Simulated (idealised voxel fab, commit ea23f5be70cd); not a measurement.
Process module name: voxel capacitor over wiring
270 nm wide, 5 nm square cells: that's cross-section cut.
A cross-section is written here as square cells arranged in a grid, and it is given in bands from the top down, each band taking up one or more rows of cells.
Look at the band entry: it leads with the top's height and the bottom's height in nm. Then it lists the materials left to right, with a width in nm for each. The word "throughout" on a single material says that material fills the band edge to edge. The word "blank" is empty space.
Heights are reckoned from 0. Under this level, the received wafer is all of one material. The bottommost band is open-ended downward, for example "from 0 down".
Think of "30..40" as a width that walks from the first number to the second as you go down the band, top row to bottom row, taking equal-sized steps from row to row.
The designation "identical to before", where it is given for a processing step, indicates that no cell of the cross-section was altered in the course of that step.
For the entry "Closed-off voids", the listed items are empty spaces with no open way to the top whose size is 8 cells or more; each item follows the pattern width x height at distance, where distance is from the left edge and all three are in nm.
On each step's line, the part that comes after the settings is the simulator's own comment on the step.
The line of a step may include "overlay nm". On a step with a mask, this value is how far to the right of its planned place the mask lay. A negative value means the mask lay to the left.
### The steps planned for the process are as follows
| 1 | RECEIVE | material Si |
| 2 | CONFORMAL_DEP | material SiO2 | thk nm 10 |
| 3 | CONFORMAL_DEP | material SiN | thk nm 5 |
| 4 | DIRECTIONAL_DEP | material SiO2 | thk nm 20 |
| 5 | DIRECTIONAL_DEP | material aC | thk nm 10 |
| 6 | PATTERN | tone open | mask id METAL_1 | material resist | width nm 25 | pitch nm 80 | thk nm 25 | overlay nm 0 |
| 7 | DIRECTIONAL_ETCH | etch materials aC | depth nm 10 |
| 8 | STRIP | etch materials resist |
| 9 | DIRECTIONAL_ETCH | etch materials SiO2 | depth nm 20 |
| 10 | DIRECTIONAL_ETCH | etch materials SiN | depth nm 5 |
| 11 | STRIP | etch materials aC |
| 12 | CONFORMAL_DEP | material TiN | thk nm 5 |
| 13 | FILL_DEP | material Ru | thk nm 5 |
| 14 | CMP | height nm 35 |
| 15 | CONFORMAL_DEP | material SiCN | thk nm 5 |
| 16 | DIRECTIONAL_DEP | material lowk | thk nm 10 |
| 17 | PATTERN | tone open | mask id PLUG_1 | material resist | width nm 15 | thk nm 20 | overlay nm 0 |
| 18 | DIRECTIONAL_ETCH | etch materials lowk | depth nm 10 |
| 19 | DIRECTIONAL_ETCH | etch materials SiCN | depth nm 5 |
| 20 | STRIP | etch materials resist |
| 21 | CONFORMAL_DEP | material TiN | thk nm 5 |
| 22 | FILL_DEP | material W | thk nm 10 |
| 23 | CMP | height nm 50 |
| 24 | DIRECTIONAL_DEP | material TiN | thk nm 5 |
| 25 | DIRECTIONAL_DEP | material Al2O3 | thk nm 5 |
| 26 | DIRECTIONAL_DEP | material TiN | thk nm 5 |
| 27 | DIRECTIONAL_DEP | material aC | thk nm 15 |
| 28 | PATTERN | tone cover | mask id UPPER_PLATE | material resist | width nm 60 | thk nm 35 | overlay nm 0 |
| 29 | DIRECTIONAL_ETCH | etch materials aC | depth nm 15 |
| 30 | STRIP | etch materials resist |
| 31 | DIRECTIONAL_ETCH | etch materials TiN | depth nm 5 |
| 32 | DIRECTIONAL_ETCH | etch materials Al2O3 | depth nm 5 |
| 33 | STRIP | etch materials aC |
| 34 | MASKED_ETCH | tone cover | mask id LOWER_PLATE | width nm 70 | etch materials TiN | depth nm 5 | overlay nm 0 |
| 35 | FILL_DEP | material SiO2 | thk nm 20 |
| 36 | CMP | height nm 80 |
| 37 | DIRECTIONAL_DEP | material aC | thk nm 15 |
| 38 | PATTERN | tone open | mask id PLUG_2 | material resist | width nm 15 | thk nm 35 | overlay nm 0 |
| 39 | DIRECTIONAL_ETCH | etch materials aC | depth nm 15 |
| 40 | STRIP | etch materials resist |
| 41 | DIRECTIONAL_ETCH | etch materials SiO2 | depth nm 15 |
| 42 | STRIP | etch materials aC |
| 43 | CONFORMAL_DEP | material TiN | thk nm 5 |
| 44 | FILL_DEP | material Ru | thk nm 5 |
| 45 | CMP | height nm 80 |
| 46 | CONFORMAL_DEP | material SiN | thk nm 5 |
### First of the two wafers, run per plan
### As-received wafer cross-section (after step 1)
* from 0 down: Si throughout
* Closed-off voids: none
### Cross-section through the wafer, step 2 finished
* from 10 to 0: SiO2 throughout
* Below a height of 0, the structure has not been altered.
### Cross-section through the wafer, step 3 finished
* from 15 to 10: SiN throughout
* Below a height of 10, the structure has not been altered.
### Cross-section through the wafer, step 4 finished
* from 35 to 15: SiO2 throughout
* Below a height of 15, the structure has not been altered.
### Cross-section through the wafer, step 5 finished
* from 45 to 35: aC throughout
* Below a height of 35, the structure has not been altered.
### Cross-section through the wafer, step 6 finished
* from 70 to 45: 80 resist, then 25 blank, then 55 resist, then 25 blank, then 85 resist
* Below a height of 45, the structure has not been altered.
### Cross-section through the wafer, step 7 finished
* from 60 to 45: 80 resist, then 25 blank, then 55 resist, then 25 blank, then 85 resist
* from 45 to 35: 80 aC, then 25 blank, then 55 aC, then 25 blank, then 85 aC
* Below a height of 35, the structure has not been altered.
### Cross-section through the wafer, step 8 finished
* from 45 to 35: 80 aC, then 25 blank, then 55 aC, then 25 blank, then 85 aC
* Below a height of 35, the structure has not been altered.
### Cross-section through the wafer, step 9 finished
* from 45 to 35: 80 aC, then 25 blank, then 55 aC, then 25 blank, then 85 aC
* from 35 to 15: 80 SiO2, then 25 blank, then 55 SiO2, then 25 blank, then 85 SiO2
* Below a height of 15, the structure has not been altered.
### Cross-section through the wafer, step 10 finished
* from 45 to 35: 80 aC, then 25 blank, then 55 aC, then 25 blank, then 85 aC
* from 35 to 15: 80 SiO2, then 25 blank, then 55 SiO2, then 25 blank, then 85 SiO2
* from 15 to 10: 80 SiN, then 25 blank, then 55 SiN, then 25 blank, then 85 SiN
* Below a height of 10, the structure has not been altered.
### Cross-section through the wafer, step 11 finished
* from 35 to 15: 80 SiO2, then 25 blank, then 55 SiO2, then 25 blank, then 85 SiO2
* Below a height of 15, the structure has not been altered.
### Cross-section through the wafer, step 12 finished
* from 40 to 35: 85 TiN, then 15 blank, then 65 TiN, then 15 blank, then 90 TiN
* from 35 to 15: 80 SiO2, then 5 TiN, then 15 blank, then 5 TiN, then 55 SiO2, then 5 TiN, then 15 blank, then 5 TiN, then 85 SiO2
* from 15 to 10: 80 SiN, then 25 TiN, then 55 SiN, then 25 TiN, then 85 SiN
* Below a height of 10, the structure has not been altered.
### Cross-section through the wafer, step 13 finished
* from 45 to 40: Ru throughout
* from 40 to 35: 85 TiN, then 15 Ru, then 65 TiN, then 15 Ru, then 90 TiN
* from 35 to 15: 80 SiO2, then 5 TiN, then 15 Ru, then 5 TiN, then 55 SiO2, then 5 TiN, then 15 Ru, then 5 TiN, then 85 SiO2
* Below a height of 15, the structure has not been altered.
### Cross-section through the wafer, step 14 finished
* from 35 to 15: 80 SiO2, then 5 TiN, then 15 Ru, then 5 TiN, then 55 SiO2, then 5 TiN, then 15 Ru, then 5 TiN, then 85 SiO2
* Below a height of 15, the structure has not been altered.
### Cross-section through the wafer, step 15 finished
* from 40 to 35: SiCN throughout
* Below a height of 35, the structure has not been altered.
### Cross-section through the wafer, step 16 finished
* from 50 to 40: lowk throughout
* Below a height of 40, the structure has not been altered.
### Cross-section through the wafer, step 17 finished
* from 70 to 50: 90 resist, then 15 blank, then 165 resist
* Below a height of 50, the structure has not been altered.
### Cross-section through the wafer, step 18 finished
* from 70 to 50: 90 resist, then 15 blank, then 165 resist
* from 50 to 40: 90 lowk, then 15 blank, then 165 lowk
* Below a height of 40, the structure has not been altered.
### Cross-section through the wafer, step 19 finished
* from 70 to 50: 90 resist, then 15 blank, then 165 resist
* from 50 to 40: 90 lowk, then 15 blank, then 165 lowk
* from 40 to 35: 90 SiCN, then 15 blank, then 165 SiCN
* Below a height of 35, the structure has not been altered.
### Cross-section through the wafer, step 20 finished
* from 50 to 40: 90 lowk, then 15 blank, then 165 lowk
* Below a height of 40, the structure has not been altered.
### Cross-section through the wafer, step 21 finished
* from 55 to 50: 95 TiN, then 5 blank, then 170 TiN
* from 50 to 40: 90 lowk, then 5 TiN, then 5 blank, then 5 TiN, then 165 lowk
* from 40 to 35: 90 SiCN, then 15 TiN, then 165 SiCN
* Below a height of 35, the structure has not been altered.
### Cross-section through the wafer, step 22 finished
* from 65 to 55: W throughout
* from 55 to 50: 95 TiN, then 5 W, then 170 TiN
* from 50 to 40: 90 lowk, then 5 TiN, then 5 W, then 5 TiN, then 165 lowk
* Below a height of 40, the structure has not been altered.
### Cross-section through the wafer, step 23 finished
* from 50 to 40: 90 lowk, then 5 TiN, then 5 W, then 5 TiN, then 165 lowk
* Below a height of 40, the structure has not been altered.
### Cross-section through the wafer, step 24 finished
* from 55 to 50: TiN throughout
* Below a height of 50, the structure has not been altered.
### Cross-section through the wafer, step 25 finished
* from 60 to 55: Al2O3 throughout
* Below a height of 55, the structure has not been altered.
### Cross-section through the wafer, step 26 finished
* from 65 to 60: TiN throughout
* Below a height of 60, the structure has not been altered.
### Cross-section through the wafer, step 27 finished
* from 80 to 65: aC throughout
* Below a height of 65, the structure has not been altered.
### Cross-section through the wafer, step 28 finished
* from 115 to 80: 90 blank, then 60 resist, then 120 blank
* Below a height of 80, the structure has not been altered.
### Cross-section through the wafer, step 29 finished
* from 100 to 80: 90 blank, then 60 resist, then 120 blank
* from 80 to 65: 90 blank, then 60 aC, then 120 blank
* Below a height of 65, the structure has not been altered.
### Cross-section through the wafer, step 30 finished
* from 80 to 65: 90 blank, then 60 aC, then 120 blank
* Below a height of 65, the structure has not been altered.
### Cross-section through the wafer, step 31 finished
* from 80 to 65: 90 blank, then 60 aC, then 120 blank
* from 65 to 60: 90 blank, then 60 TiN, then 120 blank
* Below a height of 60, the structure has not been altered.
### Cross-section through the wafer, step 32 finished
* from 80 to 65: 90 blank, then 60 aC, then 120 blank
* from 65 to 60: 90 blank, then 60 TiN, then 120 blank
* from 60 to 55: 90 blank, then 60 Al2O3, then 120 blank
* Below a height of 55, the structure has not been altered.
### Cross-section through the wafer, step 33 finished
* from 65 to 60: 90 blank, then 60 TiN, then 120 blank
* Below a height of 60, the structure has not been altered.
### Cross-section through the wafer, step 34 finished
* from 65 to 60: 90 blank, then 60 TiN, then 120 blank
* from 60 to 55: 90 blank, then 60 Al2O3, then 120 blank
* from 55 to 50: 85 blank, then 70 TiN, then 115 blank
* Below a height of 50, the structure has not been altered.
### Cross-section through the wafer, step 35 finished
* from 85 to 65: SiO2 throughout
* from 65 to 60: 90 SiO2, then 60 TiN, then 120 SiO2
* from 60 to 55: 90 SiO2, then 60 Al2O3, then 120 SiO2
* from 55 to 50: 85 SiO2, then 70 TiN, then 115 SiO2
* Below a height of 50, the structure has not been altered.
### Cross-section through the wafer, step 36 finished
* from 80 to 65: SiO2 throughout
* Below a height of 65, the structure has not been altered.
### Cross-section through the wafer, step 37 finished
* from 95 to 80: aC throughout
* Below a height of 80, the structure has not been altered.
### Cross-section through the wafer, step 38 finished
* from 130 to 95: 100 resist, then 15 blank, then 155 resist
* Below a height of 95, the structure has not been altered.
### Cross-section through the wafer, step 39 finished
* from 115 to 95: 100 resist, then 15 blank, then 155 resist
* from 95 to 80: 100 aC, then 15 blank, then 155 aC
* Below a height of 80, the structure has not been altered.
### Cross-section through the wafer, step 40 finished
* from 95 to 80: 100 aC, then 15 blank, then 155 aC
* Below a height of 80, the structure has not been altered.
### Cross-section through the wafer, step 41 finished
* from 95 to 80: 100 aC, then 15 blank, then 155 aC
* from 80 to 65: 100 SiO2, then 15 blank, then 155 SiO2
* Below a height of 65, the structure has not been altered.
### Cross-section through the wafer, step 42 finished
* from 80 to 65: 100 SiO2, then 15 blank, then 155 SiO2
* Below a height of 65, the structure has not been altered.
### Cross-section through the wafer, step 43 finished
* from 85 to 80: 105 TiN, then 5 blank, then 160 TiN
* from 80 to 70: 100 SiO2, then 5 TiN, then 5 blank, then 5 TiN, then 155 SiO2
* from 70 to 60: 100..90 SiO2, then 15..60 TiN, then 155..120 SiO2
* Below a height of 60, the structure has not been altered.
### Cross-section through the wafer, step 44 finished
* from 90 to 85: Ru throughout
* from 85 to 80: 105 TiN, then 5 Ru, then 160 TiN
* from 80 to 70: 100 SiO2, then 5 TiN, then 5 Ru, then 5 TiN, then 155 SiO2
* Below a height of 70, the structure has not been altered.
### Cross-section through the wafer, step 45 finished
* from 80 to 70: 100 SiO2, then 5 TiN, then 5 Ru, then 5 TiN, then 155 SiO2
* Below a height of 70, the structure has not been altered.
### Cross-section through the wafer, step 46 finished
* from 85 to 80: SiN throughout
* Below a height of 80, the structure has not been altered.
### It is to be noted that the second wafer proceeded from the same initial state and according to the same plan as the first, although one mistake was committed in its execution; through step 27, inclusive, the two wafers share an identical history
### Planned end of step 28: second wafer, cross-section
* from 115 to 80: 85 blank, then 70 resist, then 115 blank
* Below a height of 80, the structure has not been altered.
### Planned end of step 29: second wafer, cross-section
* from 100 to 80: 85 blank, then 70 resist, then 115 blank
* from 80 to 65: 85 blank, then 70 aC, then 115 blank
* Below a height of 65, the structure has not been altered.
### Planned end of step 30: second wafer, cross-section
* from 80 to 65: 85 blank, then 70 aC, then 115 blank
* Below a height of 65, the structure has not been altered.
### Planned end of step 31: second wafer, cross-section
* from 80 to 65: 85 blank, then 70 aC, then 115 blank
* from 65 to 60: 85 blank, then 70 TiN, then 115 blank
* Below a height of 60, the structure has not been altered.
### Planned end of step 32: second wafer, cross-section
* from 80 to 65: 85 blank, then 70 aC, then 115 blank
* from 65 to 60: 85 blank, then 70 TiN, then 115 blank
* from 60 to 55: 85 blank, then 70 Al2O3, then 115 blank
* Below a height of 55, the structure has not been altered.
### Planned end of step 33: second wafer, cross-section
* from 65 to 60: 85 blank, then 70 TiN, then 115 blank
* Below a height of 60, the structure has not been altered.
### Planned end of step 34: second wafer, cross-section
* from 65 to 60: 85 blank, then 70 TiN, then 115 blank
* from 60 to 55: 85 blank, then 70 Al2O3, then 115 blank
* from 55 to 50: 85 blank, then 70 TiN, then 115 blank
* Below a height of 50, the structure has not been altered.
### Planned end of step 35: second wafer, cross-section
* from 85 to 65: SiO2 throughout
* from 65 to 60: 85 SiO2, then 70 TiN, then 115 SiO2
* from 60 to 55: 85 SiO2, then 70 Al2O3, then 115 SiO2
* from 55 to 50: 85 SiO2, then 70 TiN, then 115 SiO2
* Below a height of 50, the structure has not been altered.
### Planned end of step 36: second wafer, cross-section
* from 80 to 65: SiO2 throughout
* Below a height of 65, the structure has not been altered.
### Planned end of step 37: second wafer, cross-section
* from 95 to 80: aC throughout
* Below a height of 80, the structure has not been altered.
### Planned end of step 38: second wafer, cross-section
* from 130 to 95: 100 resist, then 15 blank, then 155 resist
* Below a height of 95, the structure has not been altered.
### Planned end of step 39: second wafer, cross-section
* from 115 to 95: 100 resist, then 15 blank, then 155 resist
* from 95 to 80: 100 aC, then 15 blank, then 155 aC
* Below a height of 80, the structure has not been altered.
### Planned end of step 40: second wafer, cross-section
* from 95 to 80: 100 aC, then 15 blank, then 155 aC
* Below a height of 80, the structure has not been altered.
### Planned end of step 41: second wafer, cross-section
* from 95 to 80: 100 aC, then 15 blank, then 155 aC
* from 80 to 65: 100 SiO2, then 15 blank, then 155 SiO2
* Below a height of 65, the structure has not been altered.
### Planned end of step 42: second wafer, cross-section
* from 80 to 65: 100 SiO2, then 15 blank, then 155 SiO2
* Below a height of 65, the structure has not been altered.
### Planned end of step 43: second wafer, cross-section
* from 85 to 80: 105 TiN, then 5 blank, then 160 TiN
* from 80 to 70: 100 SiO2, then 5 TiN, then 5 blank, then 5 TiN, then 155 SiO2
* from 70 to 60: 100..85 SiO2, then 15..70 TiN, then 155..115 SiO2
* Below a height of 60, the structure has not been altered.
### Planned end of step 44: second wafer, cross-section
* from 90 to 85: Ru throughout
* from 85 to 80: 105 TiN, then 5 Ru, then 160 TiN
* from 80 to 70: 100 SiO2, then 5 TiN, then 5 Ru, then 5 TiN, then 155 SiO2
* Below a height of 70, the structure has not been altered.
### Planned end of step 45: second wafer, cross-section
* from 80 to 70: 100 SiO2, then 5 TiN, then 5 Ru, then 5 TiN, then 155 SiO2
* Below a height of 70, the structure has not been altered.
### Planned end of step 46: second wafer, cross-section
* from 85 to 80: SiN throughout
* Below a height of 80, the structure has not been altered.
Error vs. plan: contrary to plan, step 28 was performed as PATTERN | tone cover | mask id UPPER_PLATE | material resist | width nm 70 | thk nm 35 | overlay nm 0
Final comparison by cell count, materials where the second wafer has more or fewer than the first: 2 more of Al2O3, 4 fewer of SiO2, 2 more of TiN
